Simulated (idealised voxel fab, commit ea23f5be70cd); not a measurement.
process module | voxel wiring stack
cross-section cut | 265 nm wide | cells 5 nm
A cross-section is a grid of square cells, given in bands from the top down. A band is one or more rows of cells.
Each band's line starts with the height of the band's top and of its bottom, in nm. Then come its materials from left to right, each with its width in nm. One material with "throughout" fills the band from edge to edge. "air" is empty space.
Height 0 is the level under which the wafer as received is all one material. The lowest band goes on downwards, as in "0 down".
A width such as "30 to 40" changes by the same amount from each row of cells to the next, from the band's top row to its bottom row.
"no change" after a step means that no cell of the cross-section changed.
closed voids: empty space of 8 cells or more with no open way to the top, each as width x height at its distance from the left edge, in nm
after a step's settings: what the simulator itself notes on the step
overlay nm, on a step with a mask: how far to the right of its planned place the mask lay; to the left if negative
plan
1 op RECEIVE | material Si
2 op CONFORMAL_DEP | material SiO2 | thk nm 10
3 op CONFORMAL_DEP | material SiCN | thk nm 5
4 op DIRECTIONAL_DEP | material lowk | thk nm 25
5 op PATTERN | tone open | mask id METAL_1 | material resist | width nm 20 | pitch nm 45 | thk nm 20 | overlay nm 0
6 op DIRECTIONAL_ETCH | etch materials lowk | depth nm 25
7 op DIRECTIONAL_ETCH | etch materials SiCN | depth nm 5
8 op STRIP | etch materials resist
9 op CONFORMAL_DEP | material TiN | thk nm 5
10 op FILL_DEP | material Cu | thk nm 10
11 op CMP | height nm 40
12 op CONFORMAL_DEP | material SiCN | thk nm 5
13 op DIRECTIONAL_DEP | material lowk | thk nm 30
14 op MASKED_ETCH | tone open | mask id METAL_2 | width nm 20 | pitch nm 45 | etch materials lowk | depth nm 15 | overlay nm 0
15 op DIRECTIONAL_DEP | material aC | thk nm 10
16 op PATTERN | tone open | mask id METAL_2_HOLES | material resist | width nm 15 | pitch nm 45 | thk nm 30 | overlay nm 0
17 op DIRECTIONAL_ETCH | etch materials aC | depth nm 10
18 op STRIP | etch materials resist
19 op DIRECTIONAL_ETCH | etch materials lowk | depth nm 15
20 op DIRECTIONAL_ETCH | etch materials SiCN | depth nm 5
21 op STRIP | etch materials aC
22 op CONFORMAL_DEP | material TiN | thk nm 5
23 op FILL_DEP | material Cu | thk nm 10
24 op CMP | height nm 75
25 op CONFORMAL_DEP | material SiCN | thk nm 5
26 op DIRECTIONAL_DEP | material SiO2 | thk nm 15
27 op DIRECTIONAL_DEP | material aC | thk nm 15
28 op PATTERN | tone open | mask id PLUG_2 | material resist | width nm 15 | pitch nm 90 | thk nm 35 | overlay nm 0
29 op DIRECTIONAL_ETCH | etch materials aC | depth nm 15
30 op STRIP | etch materials resist
31 op DIRECTIONAL_ETCH | etch materials SiO2 | depth nm 15
32 op DIRECTIONAL_ETCH | etch materials SiCN | depth nm 5
33 op STRIP | etch materials aC
34 op EPI | material Ru | thk nm 10
35 op EPI | material Ru | thk nm 10
36 op DIRECTIONAL_DEP | material TiN | thk nm 5
37 op DIRECTIONAL_DEP | material Ru | thk nm 25
38 op MASKED_ETCH | tone cover | mask id METAL_3 | width nm 20 | pitch nm 45 | etch materials Ru | depth nm 25 | overlay nm 0
39 op MASKED_ETCH | tone cover | mask id METAL_3 | width nm 20 | pitch nm 45 | etch materials TiN | depth nm 5 | overlay nm 0
40 op FILL_DEP | material SiO2 | thk nm 10
41 op CMP | height nm 125
42 op CONFORMAL_DEP | material SiCN | thk nm 5
43 op DIRECTIONAL_DEP | material lowk | thk nm 25
44 op MASKED_ETCH | tone open | mask id METAL_4_HOLES | width nm 15 | pitch nm 45 | etch materials lowk | depth nm 25 | overlay nm 0
45 op PATTERN | tone open | mask id METAL_4 | material resist | width nm 20 | pitch nm 45 | thk nm 15 | overlay nm 0
46 op DIRECTIONAL_ETCH | etch materials lowk | depth nm 15
47 op DIRECTIONAL_ETCH | etch materials SiCN | depth nm 5
48 op STRIP | etch materials resist
49 op CONFORMAL_DEP | material TiN | thk nm 5
50 op FILL_DEP | material Cu | thk nm 10
51 op CMP | height nm 155
52 op CONFORMAL_DEP | material SiN | thk nm 5
first wafer, as planned
as received, after step 1
  0 down: Si throughout
  closed voids: none
after step 2
  10 to 0: SiO2 throughout
  below 0: unchanged
after step 3
  15 to 10: SiCN throughout
  below 10: unchanged
after step 4
  40 to 15: lowk throughout
  below 15: unchanged
after step 5
  60 to 40: resist 55 | air 20 | resist 25 | air 20 | resist 25 | air 20 | resist 25 | air 20 | resist 55
  below 40: unchanged
after step 6
  60 to 40: resist 55 | air 20 | resist 25 | air 20 | resist 25 | air 20 | resist 25 | air 20 | resist 55
  40 to 15: lowk 55 | air 20 | lowk 25 | air 20 | lowk 25 | air 20 | lowk 25 | air 20 | lowk 55
  below 15: unchanged
after step 7
  60 to 40: resist 55 | air 20 | resist 25 | air 20 | resist 25 | air 20 | resist 25 | air 20 | resist 55
  40 to 15: lowk 55 | air 20 | lowk 25 | air 20 | lowk 25 | air 20 | lowk 25 | air 20 | lowk 55
  15 to 10: SiCN 55 | air 20 | SiCN 25 | air 20 | SiCN 25 | air 20 | SiCN 25 | air 20 | SiCN 55
  below 10: unchanged
after step 8
  40 to 15: lowk 55 | air 20 | lowk 25 | air 20 | lowk 25 | air 20 | lowk 25 | air 20 | lowk 55
  below 15: unchanged
after step 9
  45 to 40: TiN 60 | air 10 | TiN 35 | air 10 | TiN 35 | air 10 | TiN 35 | air 10 | TiN 60
  40 to 15: lowk 55 | TiN 5 | air 10 | TiN 5 | lowk 25 | TiN 5 | air 10 | TiN 5 | lowk 25 | TiN 5 | air 10 | TiN 5 | lowk 25 | TiN 5 | air 10 | TiN 5 | lowk 55
  15 to 10: SiCN 55 | TiN 20 | SiCN 25 | TiN 20 | SiCN 25 | TiN 20 | SiCN 25 | TiN 20 | SiCN 55
  below 10: unchanged
after step 10
  55 to 45: Cu throughout
  45 to 40: TiN 60 | Cu 10 | TiN 35 | Cu 10 | TiN 35 | Cu 10 | TiN 35 | Cu 10 | TiN 60
  40 to 15: lowk 55 | TiN 5 | Cu 10 | TiN 5 | lowk 25 | TiN 5 | Cu 10 | TiN 5 | lowk 25 | TiN 5 | Cu 10 | TiN 5 | lowk 25 | TiN 5 | Cu 10 | TiN 5 | lowk 55
  below 15: unchanged
after step 11
  40 to 15: lowk 55 | TiN 5 | Cu 10 | TiN 5 | lowk 25 | TiN 5 | Cu 10 | TiN 5 | lowk 25 | TiN 5 | Cu 10 | TiN 5 | lowk 25 | TiN 5 | Cu 10 | TiN 5 | lowk 55
  below 15: unchanged
after step 12
  45 to 40: SiCN throughout
  below 40: unchanged
after step 13
  75 to 45: lowk throughout
  below 45: unchanged
after step 14
  75 to 60: lowk 55 | air 20 | lowk 25 | air 20 | lowk 25 | air 20 | lowk 25 | air 20 | lowk 55
  below 60: unchanged
after step 15
  85 to 75: aC 55 | air 20 | aC 25 | air 20 | aC 25 | air 20 | aC 25 | air 20 | aC 55
  75 to 70: lowk 55 | air 20 | lowk 25 | air 20 | lowk 25 | air 20 | lowk 25 | air 20 | lowk 55
  70 to 60: lowk 55 | aC 20 | lowk 25 | aC 20 | lowk 25 | aC 20 | lowk 25 | aC 20 | lowk 55
  below 60: unchanged
after step 16
  115 to 85: resist 55 | air 15 | resist 30 | air 15 | resist 30 | air 15 | resist 30 | air 15 | resist 60
  85 to 75: aC 55 | air 15 | resist 5 | aC 25 | air 15 | resist 5 | aC 25 | air 15 | resist 5 | aC 25 | air 15 | resist 5 | aC 55
  75 to 70: lowk 55 | air 15 | resist 5 | lowk 25 | air 15 | resist 5 | lowk 25 | air 15 | resist 5 | lowk 25 | air 15 | resist 5 | lowk 55
  below 70: unchanged
after step 17
  105 to 85: resist 55 | air 15 | resist 30 | air 15 | resist 30 | air 15 | resist 30 | air 15 | resist 60
  85 to 75: aC 55 | air 15 | resist 5 | aC 25 | air 15 | resist 5 | aC 25 | air 15 | resist 5 | aC 25 | air 15 | resist 5 | aC 55
  75 to 70: lowk 55 | air 15 | resist 5 | lowk 25 | air 15 | resist 5 | lowk 25 | air 15 | resist 5 | lowk 25 | air 15 | resist 5 | lowk 55
  70 to 60: lowk 55 | air 15 | aC 5 | lowk 25 | air 15 | aC 5 | lowk 25 | air 15 | aC 5 | lowk 25 | air 15 | aC 5 | lowk 55
  below 60: unchanged
after step 18
  85 to 75: aC 55 | air 20 | aC 25 | air 20 | aC 25 | air 20 | aC 25 | air 20 | aC 55
  75 to 70: lowk 55 | air 20 | lowk 25 | air 20 | lowk 25 | air 20 | lowk 25 | air 20 | lowk 55
  below 70: unchanged
after step 19
  85 to 75: aC 55 | air 20 | aC 25 | air 20 | aC 25 | air 20 | aC 25 | air 20 | aC 55
  75 to 70: lowk 55 | air 20 | lowk 25 | air 20 | lowk 25 | air 20 | lowk 25 | air 20 | lowk 55
  70 to 60: lowk 55 | air 15 | aC 5 | lowk 25 | air 15 | aC 5 | lowk 25 | air 15 | aC 5 | lowk 25 | air 15 | aC 5 | lowk 55
  60 to 45: lowk 55 | air 15 | lowk 30 | air 15 | lowk 30 | air 15 | lowk 30 | air 15 | lowk 60
  below 45: unchanged
after step 20
  85 to 75: aC 55 | air 20 | aC 25 | air 20 | aC 25 | air 20 | aC 25 | air 20 | aC 55
  75 to 70: lowk 55 | air 20 | lowk 25 | air 20 | lowk 25 | air 20 | lowk 25 | air 20 | lowk 55
  70 to 60: lowk 55 | air 15 | aC 5 | lowk 25 | air 15 | aC 5 | lowk 25 | air 15 | aC 5 | lowk 25 | air 15 | aC 5 | lowk 55
  60 to 45: lowk 55 | air 15 | lowk 30 | air 15 | lowk 30 | air 15 | lowk 30 | air 15 | lowk 60
  45 to 40: SiCN 55 | air 15 | SiCN 30 | air 15 | SiCN 30 | air 15 | SiCN 30 | air 15 | SiCN 60
  below 40: unchanged
after step 21
  75 to 60: lowk 55 | air 20 | lowk 25 | air 20 | lowk 25 | air 20 | lowk 25 | air 20 | lowk 55
  below 60: unchanged
after step 22
  80 to 75: TiN 60 | air 10 | TiN 35 | air 10 | TiN 35 | air 10 | TiN 35 | air 10 | TiN 60
  75 to 65: lowk 55 | TiN 5 | air 10 | TiN 5 | lowk 25 | TiN 5 | air 10 | TiN 5 | lowk 25 | TiN 5 | air 10 | TiN 5 | lowk 25 | TiN 5 | air 10 | TiN 5 | lowk 55
  65 to 60: lowk 55 | TiN 5 | air 5 | TiN 10 | lowk 25 | TiN 5 | air 5 | TiN 10 | lowk 25 | TiN 5 | air 5 | TiN 10 | lowk 25 | TiN 5 | air 5 | TiN 10 | lowk 55
  60 to 45: lowk 55 | TiN 5 | air 5 | TiN 5 | lowk 30 | TiN 5 | air 5 | TiN 5 | lowk 30 | TiN 5 | air 5 | TiN 5 | lowk 30 | TiN 5 | air 5 | TiN 5 | lowk 60
  45 to 40: SiCN 55 | TiN 15 | SiCN 30 | TiN 15 | SiCN 30 | TiN 15 | SiCN 30 | TiN 15 | SiCN 60
  below 40: unchanged
after step 23
  90 to 80: Cu throughout
  80 to 75: TiN 60 | Cu 10 | TiN 35 | Cu 10 | TiN 35 | Cu 10 | TiN 35 | Cu 10 | TiN 60
  75 to 65: lowk 55 | TiN 5 | Cu 10 | TiN 5 | lowk 25 | TiN 5 | Cu 10 | TiN 5 | lowk 25 | TiN 5 | Cu 10 | TiN 5 | lowk 25 | TiN 5 | Cu 10 | TiN 5 | lowk 55
  65 to 60: lowk 55 | TiN 5 | Cu 5 | TiN 10 | lowk 25 | TiN 5 | Cu 5 | TiN 10 | lowk 25 | TiN 5 | Cu 5 | TiN 10 | lowk 25 | TiN 5 | Cu 5 | TiN 10 | lowk 55
  60 to 45: lowk 55 | TiN 5 | Cu 5 | TiN 5 | lowk 30 | TiN 5 | Cu 5 | TiN 5 | lowk 30 | TiN 5 | Cu 5 | TiN 5 | lowk 30 | TiN 5 | Cu 5 | TiN 5 | lowk 60
  below 45: unchanged
after step 24
  75 to 65: lowk 55 | TiN 5 | Cu 10 | TiN 5 | lowk 25 | TiN 5 | Cu 10 | TiN 5 | lowk 25 | TiN 5 | Cu 10 | TiN 5 | lowk 25 | TiN 5 | Cu 10 | TiN 5 | lowk 55
  below 65: unchanged
after step 25
  80 to 75: SiCN throughout
  below 75: unchanged
after step 26
  95 to 80: SiO2 throughout
  below 80: unchanged
after step 27
  110 to 95: aC throughout
  below 95: unchanged
after step 28
  145 to 110: resist 55 | air 15 | resist 75 | air 15 | resist 105
  below 110: unchanged
after step 29
  130 to 110: resist 55 | air 15 | resist 75 | air 15 | resist 105
  110 to 95: aC 55 | air 15 | aC 75 | air 15 | aC 105
  below 95: unchanged
after step 30
  110 to 95: aC 55 | air 15 | aC 75 | air 15 | aC 105
  below 95: unchanged
after step 31
  110 to 95: aC 55 | air 15 | aC 75 | air 15 | aC 105
  95 to 80: SiO2 55 | air 15 | SiO2 75 | air 15 | SiO2 105
  below 80: unchanged
after step 32
  110 to 95: aC 55 | air 15 | aC 75 | air 15 | aC 105
  95 to 80: SiO2 55 | air 15 | SiO2 75 | air 15 | SiO2 105
  80 to 75: SiCN 55 | air 15 | SiCN 75 | air 15 | SiCN 105
  below 75: unchanged
after step 33
  95 to 80: SiO2 55 | air 15 | SiO2 75 | air 15 | SiO2 105
  below 80: unchanged
after step 34
  95 to 85: SiO2 55 | air 15 | SiO2 75 | air 15 | SiO2 105
  85 to 80: SiO2 55 | Ru 15 | SiO2 75 | Ru 15 | SiO2 105
  80 to 75: SiCN 55 | Ru 15 | SiCN 75 | Ru 15 | SiCN 105
  below 75: unchanged
after step 35
  95 to 80: SiO2 55 | Ru 15 | SiO2 75 | Ru 15 | SiO2 105
  below 80: unchanged
after step 36
  100 to 95: TiN throughout
  below 95: unchanged
after step 37
  125 to 100: Ru throughout
  below 100: unchanged
after step 38
  125 to 100: air 55 | Ru 20 | air 25 | Ru 20 | air 25 | Ru 20 | air 25 | Ru 20 | air 55
  below 100: unchanged
after step 39
  125 to 100: air 55 | Ru 20 | air 25 | Ru 20 | air 25 | Ru 20 | air 25 | Ru 20 | air 55
  100 to 95: air 55 | TiN 20 | air 25 | TiN 20 | air 25 | TiN 20 | air 25 | TiN 20 | air 55
  below 95: unchanged
after step 40
  135 to 125: SiO2 throughout
  125 to 100: SiO2 55 | Ru 20 | SiO2 25 | Ru 20 | SiO2 25 | Ru 20 | SiO2 25 | Ru 20 | SiO2 55
  100 to 95: SiO2 55 | TiN 20 | SiO2 25 | TiN 20 | SiO2 25 | TiN 20 | SiO2 25 | TiN 20 | SiO2 55
  below 95: unchanged
after step 41
  125 to 100: SiO2 55 | Ru 20 | SiO2 25 | Ru 20 | SiO2 25 | Ru 20 | SiO2 25 | Ru 20 | SiO2 55
  below 100: unchanged
after step 42
  130 to 125: SiCN throughout
  below 125: unchanged
after step 43
  155 to 130: lowk throughout
  below 130: unchanged
after step 44
  155 to 130: lowk 55 | air 15 | lowk 30 | air 15 | lowk 30 | air 15 | lowk 30 | air 15 | lowk 60
  below 130: unchanged
after step 45
  170 to 155: resist 55 | air 20 | resist 25 | air 20 | resist 25 | air 20 | resist 25 | air 20 | resist 55
  below 155: unchanged
after step 46
  170 to 155: resist 55 | air 20 | resist 25 | air 20 | resist 25 | air 20 | resist 25 | air 20 | resist 55
  155 to 140: lowk 55 | air 20 | lowk 25 | air 20 | lowk 25 | air 20 | lowk 25 | air 20 | lowk 55
  below 140: unchanged
after step 47
  170 to 155: resist 55 | air 20 | resist 25 | air 20 | resist 25 | air 20 | resist 25 | air 20 | resist 55
  155 to 140: lowk 55 | air 20 | lowk 25 | air 20 | lowk 25 | air 20 | lowk 25 | air 20 | lowk 55
  140 to 130: lowk 55 | air 15 | lowk 30 | air 15 | lowk 30 | air 15 | lowk 30 | air 15 | lowk 60
  130 to 125: SiCN 55 | air 15 | SiCN 30 | air 15 | SiCN 30 | air 15 | SiCN 30 | air 15 | SiCN 60
  below 125: unchanged
after step 48
  155 to 140: lowk 55 | air 20 | lowk 25 | air 20 | lowk 25 | air 20 | lowk 25 | air 20 | lowk 55
  below 140: unchanged
after step 49
  160 to 155: TiN 60 | air 10 | TiN 35 | air 10 | TiN 35 | air 10 | TiN 35 | air 10 | TiN 60
  155 to 145: lowk 55 | TiN 5 | air 10 | TiN 5 | lowk 25 | TiN 5 | air 10 | TiN 5 | lowk 25 | TiN 5 | air 10 | TiN 5 | lowk 25 | TiN 5 | air 10 | TiN 5 | lowk 55
  145 to 140: lowk 55 | TiN 5 | air 5 | TiN 10 | lowk 25 | TiN 5 | air 5 | TiN 10 | lowk 25 | TiN 5 | air 5 | TiN 10 | lowk 25 | TiN 5 | air 5 | TiN 10 | lowk 55
  140 to 130: lowk 55 | TiN 5 | air 5 | TiN 5 | lowk 30 | TiN 5 | air 5 | TiN 5 | lowk 30 | TiN 5 | air 5 | TiN 5 | lowk 30 | TiN 5 | air 5 | TiN 5 | lowk 60
  130 to 125: SiCN 55 | TiN 15 | SiCN 30 | TiN 15 | SiCN 30 | TiN 15 | SiCN 30 | TiN 15 | SiCN 60
  below 125: unchanged
after step 50
  170 to 160: Cu throughout
  160 to 155: TiN 60 | Cu 10 | TiN 35 | Cu 10 | TiN 35 | Cu 10 | TiN 35 | Cu 10 | TiN 60
  155 to 145: lowk 55 | TiN 5 | Cu 10 | TiN 5 | lowk 25 | TiN 5 | Cu 10 | TiN 5 | lowk 25 | TiN 5 | Cu 10 | TiN 5 | lowk 25 | TiN 5 | Cu 10 | TiN 5 | lowk 55
  145 to 140: lowk 55 | TiN 5 | Cu 5 | TiN 10 | lowk 25 | TiN 5 | Cu 5 | TiN 10 | lowk 25 | TiN 5 | Cu 5 | TiN 10 | lowk 25 | TiN 5 | Cu 5 | TiN 10 | lowk 55
  140 to 130: lowk 55 | TiN 5 | Cu 5 | TiN 5 | lowk 30 | TiN 5 | Cu 5 | TiN 5 | lowk 30 | TiN 5 | Cu 5 | TiN 5 | lowk 30 | TiN 5 | Cu 5 | TiN 5 | lowk 60
  below 130: unchanged
after step 51
  155 to 145: lowk 55 | TiN 5 | Cu 10 | TiN 5 | lowk 25 | TiN 5 | Cu 10 | TiN 5 | lowk 25 | TiN 5 | Cu 10 | TiN 5 | lowk 25 | TiN 5 | Cu 10 | TiN 5 | lowk 55
  below 145: unchanged
after step 52
  160 to 155: SiN throughout
  below 155: unchanged
second wafer: like start, like plan, one mistake. Through step 13 it matches the first wafer
when step 14 should have ended
  75 to 60: air 55 | lowk 20 | air 25 | lowk 20 | air 25 | lowk 20 | air 25 | lowk 20 | air 55
  below 60: unchanged
when step 15 should have ended
  85 to 75: air 55 | aC 20 | air 25 | aC 20 | air 25 | aC 20 | air 25 | aC 20 | air 55
  75 to 70: air 55 | lowk 20 | air 25 | lowk 20 | air 25 | lowk 20 | air 25 | lowk 20 | air 55
  70 to 60: aC 55 | lowk 20 | aC 25 | lowk 20 | aC 25 | lowk 20 | aC 25 | lowk 20 | aC 55
  below 60: unchanged
when step 16 should have ended
  115 to 85: resist 55 | air 15 | resist 30 | air 15 | resist 30 | air 15 | resist 30 | air 15 | resist 60
  85 to 75: resist 55 | aC 20 | resist 25 | aC 20 | resist 25 | aC 20 | resist 25 | aC 20 | resist 55
  75 to 70: resist 55 | lowk 20 | resist 25 | lowk 20 | resist 25 | lowk 20 | resist 25 | lowk 20 | resist 55
  below 70: unchanged
when step 17 should have ended
  105 to 85: resist 55 | air 15 | resist 30 | air 15 | resist 30 | air 15 | resist 30 | air 15 | resist 60
  85 to 75: resist 55 | air 15 | aC 5 | resist 25 | air 15 | aC 5 | resist 25 | air 15 | aC 5 | resist 25 | air 15 | aC 5 | resist 55
  below 75: unchanged
when step 18 should have ended
  85 to 75: air 70 | aC 5 | air 40 | aC 5 | air 40 | aC 5 | air 40 | aC 5 | air 55
  75 to 70: air 55 | lowk 20 | air 25 | lowk 20 | air 25 | lowk 20 | air 25 | lowk 20 | air 55
  below 70: unchanged
when step 19 should have ended
  85 to 75: air 70 | aC 5 | air 40 | aC 5 | air 40 | aC 5 | air 40 | aC 5 | air 55
  75 to 70: air 70 | lowk 5 | air 40 | lowk 5 | air 40 | lowk 5 | air 40 | lowk 5 | air 55
  70 to 60: aC 55 | air 15 | lowk 5 | aC 25 | air 15 | lowk 5 | aC 25 | air 15 | lowk 5 | aC 25 | air 15 | lowk 5 | aC 55
  below 60: unchanged
when step 20 should have ended: no change
when step 21 should have ended
  75 to 60: air 70 | lowk 5 | air 40 | lowk 5 | air 40 | lowk 5 | air 40 | lowk 5 | air 55
  below 60: unchanged
when step 22 should have ended
  80 to 75: air 65 | TiN 15 | air 30 | TiN 15 | air 30 | TiN 15 | air 30 | TiN 15 | air 50
  75 to 65: air 65 | TiN 5 | lowk 5 | TiN 5 | air 30 | TiN 5 | lowk 5 | TiN 5 | air 30 | TiN 5 | lowk 5 | TiN 5 | air 30 | TiN 5 | lowk 5 | TiN 5 | air 50
  65 to 60: TiN 70 | lowk 5 | TiN 40 | lowk 5 | TiN 40 | lowk 5 | TiN 40 | lowk 5 | TiN 55
  below 60: unchanged
when step 23 should have ended
  90 to 80: Cu throughout
  80 to 75: Cu 65 | TiN 15 | Cu 30 | TiN 15 | Cu 30 | TiN 15 | Cu 30 | TiN 15 | Cu 50
  75 to 65: Cu 65 | TiN 5 | lowk 5 | TiN 5 | Cu 30 | TiN 5 | lowk 5 | TiN 5 | Cu 30 | TiN 5 | lowk 5 | TiN 5 | Cu 30 | TiN 5 | lowk 5 | TiN 5 | Cu 50
  below 65: unchanged
when step 24 should have ended
  75 to 65: Cu 65 | TiN 5 | lowk 5 | TiN 5 | Cu 30 | TiN 5 | lowk 5 | TiN 5 | Cu 30 | TiN 5 | lowk 5 | TiN 5 | Cu 30 | TiN 5 | lowk 5 | TiN 5 | Cu 50
  below 65: unchanged
when step 25 should have ended
  80 to 75: SiCN throughout
  below 75: unchanged
when step 26 should have ended
  95 to 80: SiO2 throughout
  below 80: unchanged
when step 27 should have ended
  110 to 95: aC throughout
  below 95: unchanged
when step 28 should have ended
  145 to 110: resist 55 | air 15 | resist 75 | air 15 | resist 105
  below 110: unchanged
when step 29 should have ended
  130 to 110: resist 55 | air 15 | resist 75 | air 15 | resist 105
  110 to 95: aC 55 | air 15 | aC 75 | air 15 | aC 105
  below 95: unchanged
when step 30 should have ended
  110 to 95: aC 55 | air 15 | aC 75 | air 15 | aC 105
  below 95: unchanged
when step 31 should have ended
  110 to 95: aC 55 | air 15 | aC 75 | air 15 | aC 105
  95 to 80: SiO2 55 | air 15 | SiO2 75 | air 15 | SiO2 105
  below 80: unchanged
when step 32 should have ended
  110 to 95: aC 55 | air 15 | aC 75 | air 15 | aC 105
  95 to 80: SiO2 55 | air 15 | SiO2 75 | air 15 | SiO2 105
  80 to 75: SiCN 55 | air 15 | SiCN 75 | air 15 | SiCN 105
  below 75: unchanged
when step 33 should have ended
  95 to 80: SiO2 55 | air 15 | SiO2 75 | air 15 | SiO2 105
  below 80: unchanged
when step 34 should have ended
  95 to 85: SiO2 55 | air 15 | SiO2 75 | air 15 | SiO2 105
  85 to 80: SiO2 55 | Ru 15 | SiO2 75 | Ru 15 | SiO2 105
  80 to 75: SiCN 55 | Ru 15 | SiCN 75 | Ru 15 | SiCN 105
  below 75: unchanged
when step 35 should have ended
  95 to 80: SiO2 55 | Ru 15 | SiO2 75 | Ru 15 | SiO2 105
  below 80: unchanged
when step 36 should have ended
  100 to 95: TiN throughout
  below 95: unchanged
when step 37 should have ended
  125 to 100: Ru throughout
  below 100: unchanged
when step 38 should have ended
  125 to 100: air 55 | Ru 20 | air 25 | Ru 20 | air 25 | Ru 20 | air 25 | Ru 20 | air 55
  below 100: unchanged
when step 39 should have ended
  125 to 100: air 55 | Ru 20 | air 25 | Ru 20 | air 25 | Ru 20 | air 25 | Ru 20 | air 55
  100 to 95: air 55 | TiN 20 | air 25 | TiN 20 | air 25 | TiN 20 | air 25 | TiN 20 | air 55
  below 95: unchanged
when step 40 should have ended
  135 to 125: SiO2 throughout
  125 to 100: SiO2 55 | Ru 20 | SiO2 25 | Ru 20 | SiO2 25 | Ru 20 | SiO2 25 | Ru 20 | SiO2 55
  100 to 95: SiO2 55 | TiN 20 | SiO2 25 | TiN 20 | SiO2 25 | TiN 20 | SiO2 25 | TiN 20 | SiO2 55
  below 95: unchanged
when step 41 should have ended
  125 to 100: SiO2 55 | Ru 20 | SiO2 25 | Ru 20 | SiO2 25 | Ru 20 | SiO2 25 | Ru 20 | SiO2 55
  below 100: unchanged
when step 42 should have ended
  130 to 125: SiCN throughout
  below 125: unchanged
when step 43 should have ended
  155 to 130: lowk throughout
  below 130: unchanged
when step 44 should have ended
  155 to 130: lowk 55 | air 15 | lowk 30 | air 15 | lowk 30 | air 15 | lowk 30 | air 15 | lowk 60
  below 130: unchanged
when step 45 should have ended
  170 to 155: resist 55 | air 20 | resist 25 | air 20 | resist 25 | air 20 | resist 25 | air 20 | resist 55
  below 155: unchanged
when step 46 should have ended
  170 to 155: resist 55 | air 20 | resist 25 | air 20 | resist 25 | air 20 | resist 25 | air 20 | resist 55
  155 to 140: lowk 55 | air 20 | lowk 25 | air 20 | lowk 25 | air 20 | lowk 25 | air 20 | lowk 55
  below 140: unchanged
when step 47 should have ended
  170 to 155: resist 55 | air 20 | resist 25 | air 20 | resist 25 | air 20 | resist 25 | air 20 | resist 55
  155 to 140: lowk 55 | air 20 | lowk 25 | air 20 | lowk 25 | air 20 | lowk 25 | air 20 | lowk 55
  140 to 130: lowk 55 | air 15 | lowk 30 | air 15 | lowk 30 | air 15 | lowk 30 | air 15 | lowk 60
  130 to 125: SiCN 55 | air 15 | SiCN 30 | air 15 | SiCN 30 | air 15 | SiCN 30 | air 15 | SiCN 60
  below 125: unchanged
when step 48 should have ended
  155 to 140: lowk 55 | air 20 | lowk 25 | air 20 | lowk 25 | air 20 | lowk 25 | air 20 | lowk 55
  below 140: unchanged
when step 49 should have ended
  160 to 155: TiN 60 | air 10 | TiN 35 | air 10 | TiN 35 | air 10 | TiN 35 | air 10 | TiN 60
  155 to 145: lowk 55 | TiN 5 | air 10 | TiN 5 | lowk 25 | TiN 5 | air 10 | TiN 5 | lowk 25 | TiN 5 | air 10 | TiN 5 | lowk 25 | TiN 5 | air 10 | TiN 5 | lowk 55
  145 to 140: lowk 55 | TiN 5 | air 5 | TiN 10 | lowk 25 | TiN 5 | air 5 | TiN 10 | lowk 25 | TiN 5 | air 5 | TiN 10 | lowk 25 | TiN 5 | air 5 | TiN 10 | lowk 55
  140 to 130: lowk 55 | TiN 5 | air 5 | TiN 5 | lowk 30 | TiN 5 | air 5 | TiN 5 | lowk 30 | TiN 5 | air 5 | TiN 5 | lowk 30 | TiN 5 | air 5 | TiN 5 | lowk 60
  130 to 125: SiCN 55 | TiN 15 | SiCN 30 | TiN 15 | SiCN 30 | TiN 15 | SiCN 30 | TiN 15 | SiCN 60
  below 125: unchanged
when step 50 should have ended
  170 to 160: Cu throughout
  160 to 155: TiN 60 | Cu 10 | TiN 35 | Cu 10 | TiN 35 | Cu 10 | TiN 35 | Cu 10 | TiN 60
  155 to 145: lowk 55 | TiN 5 | Cu 10 | TiN 5 | lowk 25 | TiN 5 | Cu 10 | TiN 5 | lowk 25 | TiN 5 | Cu 10 | TiN 5 | lowk 25 | TiN 5 | Cu 10 | TiN 5 | lowk 55
  145 to 140: lowk 55 | TiN 5 | Cu 5 | TiN 10 | lowk 25 | TiN 5 | Cu 5 | TiN 10 | lowk 25 | TiN 5 | Cu 5 | TiN 10 | lowk 25 | TiN 5 | Cu 5 | TiN 10 | lowk 55
  140 to 130: lowk 55 | TiN 5 | Cu 5 | TiN 5 | lowk 30 | TiN 5 | Cu 5 | TiN 5 | lowk 30 | TiN 5 | Cu 5 | TiN 5 | lowk 30 | TiN 5 | Cu 5 | TiN 5 | lowk 60
  below 130: unchanged
when step 51 should have ended
  155 to 145: lowk 55 | TiN 5 | Cu 10 | TiN 5 | lowk 25 | TiN 5 | Cu 10 | TiN 5 | lowk 25 | TiN 5 | Cu 10 | TiN 5 | lowk 25 | TiN 5 | Cu 10 | TiN 5 | lowk 55
  below 145: unchanged
when step 52 should have ended
  160 to 155: SiN throughout
  below 155: unchanged
what went wrong: step 14 ran as: op MASKED_ETCH | tone cover | mask id METAL_2 | width nm 20 | pitch nm 45 | etch materials lowk | depth nm 15 | overlay nm 0
at the end the second wafer has, in cells: 50 more of Cu | 12 more of SiCN | 1 more of TiN | 63 fewer of lowk
